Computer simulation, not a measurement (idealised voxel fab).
process module | voxel released beams
cross-section cut | 145 nm wide | cells 5 nm
A cross-section is a grid of square cells, given in bands from the top down. A band is one or more rows of cells.
Each band's line starts with the height of the band's top and of its bottom, in nm. Then come its materials from left to right, each with its width in nm. One material with "throughout" fills the band from edge to edge. "air" is empty space.
Height 0 is the level under which the wafer as received is all one material. The lowest band goes on downwards, as in "0 down".
A width such as "30 to 40" changes by the same amount from each row of cells to the next, from the band's top row to its bottom row.
"no change" after a step means that no cell of the cross-section changed.
closed voids: empty space of 8 cells or more with no open way to the top, each as width x height at its distance from the left edge, in nm
after a step's settings: what the simulator itself notes on the step
overlay nm, on a step with a mask: how far to the right of its planned place the mask lay; to the left if negative
plan
1 op RECEIVE | material Si
2 op CONFORMAL_DEP | material Al2O3 | thk nm 5
3 op DIRECTIONAL_DEP | material SiO2 | thk nm 15
4 op DIRECTIONAL_DEP | material aC | thk nm 10
5 op PATTERN | tone open | mask id ANCHOR | material resist | width nm 30 | thk nm 30 | overlay nm 0
6 op DIRECTIONAL_ETCH | etch materials aC | depth nm 10
7 op STRIP | etch materials resist
8 op DIRECTIONAL_ETCH | etch materials SiO2 | depth nm 15
9 op STRIP | etch materials aC
10 op CONFORMAL_DEP | material SiN | thk nm 10
11 op DIRECTIONAL_DEP | material aC | thk nm 15
12 op PATTERN | tone cover | mask id BEAM | material resist | width nm 90 | thk nm 35 | overlay nm 0
13 op DIRECTIONAL_ETCH | etch materials aC | depth nm 15
14 op STRIP | etch materials resist
15 op DIRECTIONAL_ETCH | etch materials SiN | depth nm 10
16 op STRIP | etch materials aC
17 op STRIP | etch materials SiO2
first wafer, as planned
as received, after step 1
  0 down: Si throughout
  closed voids: none
after step 2
  5 to 0: Al2O3 throughout
  below 0: unchanged
after step 3
  20 to 5: SiO2 throughout
  below 5: unchanged
after step 4
  30 to 20: aC throughout
  below 20: unchanged
after step 5
  60 to 30: resist 30 | air 30 | resist 85
  below 30: unchanged
after step 6
  50 to 30: resist 30 | air 30 | resist 85
  30 to 20: aC 30 | air 30 | aC 85
  below 20: unchanged
after step 7
  30 to 20: aC 30 | air 30 | aC 85
  below 20: unchanged
after step 8
  30 to 20: aC 30 | air 30 | aC 85
  20 to 5: SiO2 30 | air 30 | SiO2 85
  below 5: unchanged
after step 9
  20 to 5: SiO2 30 | air 30 | SiO2 85
  below 5: unchanged
after step 10
  30 to 20: SiN 40 | air 10 | SiN 95
  20 to 15: SiO2 30 | SiN 10 | air 10 | SiN 10 | SiO2 85
  15 to 5: SiO2 30 | SiN 30 | SiO2 85
  below 5: unchanged
after step 11
  45 to 30: aC 40 | air 10 | aC 95
  30 to 20: SiN 40 | aC 10 | SiN 95
  20 to 15: SiO2 30 | SiN 10 | aC 10 | SiN 10 | SiO2 85
  below 15: unchanged
after step 12
  80 to 45: air 25 | resist 90 | air 30
  45 to 30: aC 40 | resist 10 | aC 95
  below 30: unchanged
after step 13
  65 to 45: air 25 | resist 90 | air 30
  45 to 30: air 25 | aC 15 | resist 10 | aC 65 | air 30
  below 30: unchanged
after step 14
  45 to 30: air 25 | aC 15 | air 10 | aC 65 | air 30
  below 30: unchanged
after step 15
  45 to 30: air 25 | aC 15 | air 10 | aC 65 | air 30
  30 to 20: air 25 | SiN 15 | aC 10 | SiN 65 | air 30
  below 20: unchanged
after step 16
  30 to 20: air 25 | SiN 15 | air 10 | SiN 65 | air 30
  20 to 15: SiO2 30 | SiN 10 | air 10 | SiN 10 | SiO2 85
  below 15: unchanged
after step 17
  30 to 20: air 25 | SiN 15 | air 10 | SiN 65 | air 30
  20 to 15: air 30 | SiN 10 | air 10 | SiN 10 | air 85
  15 to 5: air 30 | SiN 30 | air 85
  below 5: unchanged
second wafer: like start, like plan, one mistake. Through step 14 it matches the first wafer
when step 15 should have ended
  45 to 30: air 25 | aC 15 | air 10 | aC 65 | air 30
  30 to 25: air 25 | SiN 15 | aC 10 | SiN 65 | air 30
  below 25: unchanged
when step 16 should have ended
  30 to 25: air 25 | SiN 15 | air 10 | SiN 65 | air 30
  25 to 20: SiN 40 | air 10 | SiN 95
  20 to 15: SiO2 30 | SiN 10 | air 10 | SiN 10 | SiO2 85
  below 15: unchanged
when step 17 should have ended: no change
what went wrong: step 15 ran as: op DIRECTIONAL_ETCH | etch materials SiN | depth nm 5
at the end the second wafer has, in cells: 11 more of SiN | 69 more of SiO2
